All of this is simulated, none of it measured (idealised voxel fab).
process module | voxel self aligned vias
cross-section cut | 280 nm wide | cells 5 nm
A cross-section is a grid of square cells, given in bands from the top down. A band is one or more rows of cells.
Each band's line starts with the height of the band's top and of its bottom, in nm. Then come its materials from left to right, each with its width in nm. One material with "throughout" fills the band from edge to edge. "air" is empty space.
Height 0 is the level under which the wafer as received is all one material. The lowest band goes on downwards, as in "0 down".
A width such as "30 to 40" changes by the same amount from each row of cells to the next, from the band's top row to its bottom row.
"no change" after a step means that no cell of the cross-section changed.
closed voids: empty space of 8 cells or more with no open way to the top, each as width x height at its distance from the left edge, in nm
after a step's settings: what the simulator itself notes on the step
overlay nm, on a step with a mask: how far to the right of its planned place the mask lay; to the left if negative
plan
1 op RECEIVE | material Si
2 op CONFORMAL_DEP | material SiO2 | thk nm 15
3 op CONFORMAL_DEP | material SiCN | thk nm 5
4 op DIRECTIONAL_DEP | material lowk | thk nm 30
5 op MASKED_ETCH | tone open | mask id LINES | width nm 25 | pitch nm 65 | etch materials lowk | depth nm 30 | overlay nm 0
6 op CONFORMAL_DEP | material TiN | thk nm 5
7 op FILL_DEP | material Ru | thk nm 5
8 op CMP | height nm 50
9 op SELECTIVE_ETCH | etch materials W Ru TiN | depth nm 10
10 op FILL_DEP | material SiN | thk nm 5
11 op CMP | height nm 50
12 op DIRECTIONAL_DEP | material lowk | thk nm 20
13 op PATTERN | tone open | mask id VIAS | material resist | width nm 45 | pitch nm 130 | thk nm 15 | overlay nm 0
14 op DIRECTIONAL_ETCH | etch materials lowk | depth nm 20
15 op DIRECTIONAL_ETCH | etch materials SiN | depth nm 10
16 op STRIP | etch materials resist
17 op CONFORMAL_DEP | material TiN | thk nm 5
18 op FILL_DEP | material Ru | thk nm 5
19 op CMP | height nm 70
20 op CONFORMAL_DEP | material SiN | thk nm 5
as received, after step 1
  0 down: Si throughout
  closed voids: none
first wafer at the end, as planned
  75 to 70: SiN throughout
  70 to 55: lowk 50 | TiN 5 | Ru 35 | TiN 5 | lowk 85 | TiN 5 | Ru 35 | TiN 5 | lowk 55
  55 to 50: lowk 50 | TiN 15 | Ru 15 | TiN 15 | lowk 85 | TiN 15 | Ru 15 | TiN 15 | lowk 55
  50 to 45: lowk 60 | TiN 5 | Ru 15 | TiN 5 | lowk 40 | SiN 25 | lowk 40 | TiN 5 | Ru 15 | TiN 5 | lowk 65
  45 to 40: lowk 60 | TiN 25 | lowk 40 | SiN 25 | lowk 40 | TiN 25 | lowk 65
  40 to 25: lowk 60 | TiN 5 | Ru 15 | TiN 5 | lowk 40 | TiN 5 | Ru 15 | TiN 5 | lowk 40 | TiN 5 | Ru 15 | TiN 5 | lowk 65
  25 to 20: lowk 60 | TiN 25 | lowk 40 | TiN 25 | lowk 40 | TiN 25 | lowk 65
  20 to 15: SiCN throughout
  15 to 0: SiO2 throughout
  0 down: Si throughout
  closed voids: none
second wafer at the end: like start, like plan, one mistake
  75 to 70: SiN throughout
  70 to 55: lowk 50 | TiN 5 | Ru 35 | TiN 5 | lowk 85 | TiN 5 | Ru 35 | TiN 5 | lowk 55
  55 to 50: lowk 50 | TiN 45 | lowk 85 | TiN 45 | lowk 55
  50 to 45: SiCN throughout
  45 to 15: lowk throughout
  15 to 0: SiO2 throughout
  0 down: Si throughout
  closed voids: none
what went wrong: steps 3 and 4 were swapped
at the end the second wafer has, in cells: 39 fewer of Ru | 10 fewer of SiN | 41 fewer of TiN | 90 more of lowk
